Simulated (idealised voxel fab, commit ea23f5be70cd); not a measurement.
process module | voxel trench capacitor
cross-section cut | 295 nm wide | cells 5 nm
A cross-section is a grid of square cells, given in bands from the top down. A band is one or more rows of cells.
Each band's line starts with the height of the band's top and of its bottom, in nm. Then come its materials from left to right, each with its width in nm. One material with "throughout" fills the band from edge to edge. "air" is empty space.
Height 0 is the level under which the wafer as received is all one material. The lowest band goes on downwards, as in "0 down".
A width such as "30 to 40" changes by the same amount from each row of cells to the next, from the band's top row to its bottom row.
"no change" after a step means that no cell of the cross-section changed.
closed voids: empty space of 8 cells or more with no open way to the top, each as width x height at its distance from the left edge, in nm
after a step's settings: what the simulator itself notes on the step
overlay nm, on a step with a mask: how far to the right of its planned place the mask lay; to the left if negative
plan
1 op RECEIVE | material Si
2 op CONFORMAL_DEP | material SiN | thk nm 5
3 op DIRECTIONAL_DEP | material aC | thk nm 10
4 op PATTERN | tone open | mask id TRENCH | material resist | width nm 20 | pitch nm 50 | thk nm 30 | overlay nm 0
5 op DIRECTIONAL_ETCH | etch materials aC | depth nm 10
6 op STRIP | etch materials resist
7 op DIRECTIONAL_ETCH | etch materials SiN | depth nm 5
8 op DIRECTIONAL_ETCH | etch materials Si | depth nm 35
9 op STRIP | etch materials aC
10 op CONFORMAL_DEP | material SiO2 | thk nm 5
11 op FILL_DEP | material polySi | thk nm 10
12 op CMP | height nm 5
as received, after step 1
  0 down: Si throughout
  closed voids: none
a wafer at the end: this start, this plan, one mistake
  5 to 0: SiN 50 | SiO2 5 | polySi 10 | SiO2 5 | SiN 30 | SiO2 5 | polySi 10 | SiO2 5 | SiN 30 | SiO2 5 | polySi 10 | SiO2 5 | SiN 30 | SiO2 5 | polySi 10 | SiO2 5 | SiN 75
  0 to -30: Si 50 | SiO2 5 | polySi 10 | SiO2 5 | Si 30 | SiO2 5 | polySi 10 | SiO2 5 | Si 30 | SiO2 5 | polySi 10 | SiO2 5 | Si 30 | SiO2 5 | polySi 10 | SiO2 5 | Si 75
  -30 to -35: Si 50 | SiO2 20 | Si 30 | SiO2 20 | Si 30 | SiO2 20 | Si 30 | SiO2 20 | Si 75
  -35 down: Si throughout
  closed voids: none
what went wrong: step 4 ran as: op PATTERN | tone open | mask id TRENCH | material resist | width nm 20 | pitch nm 50 | thk nm 30 | overlay nm -10
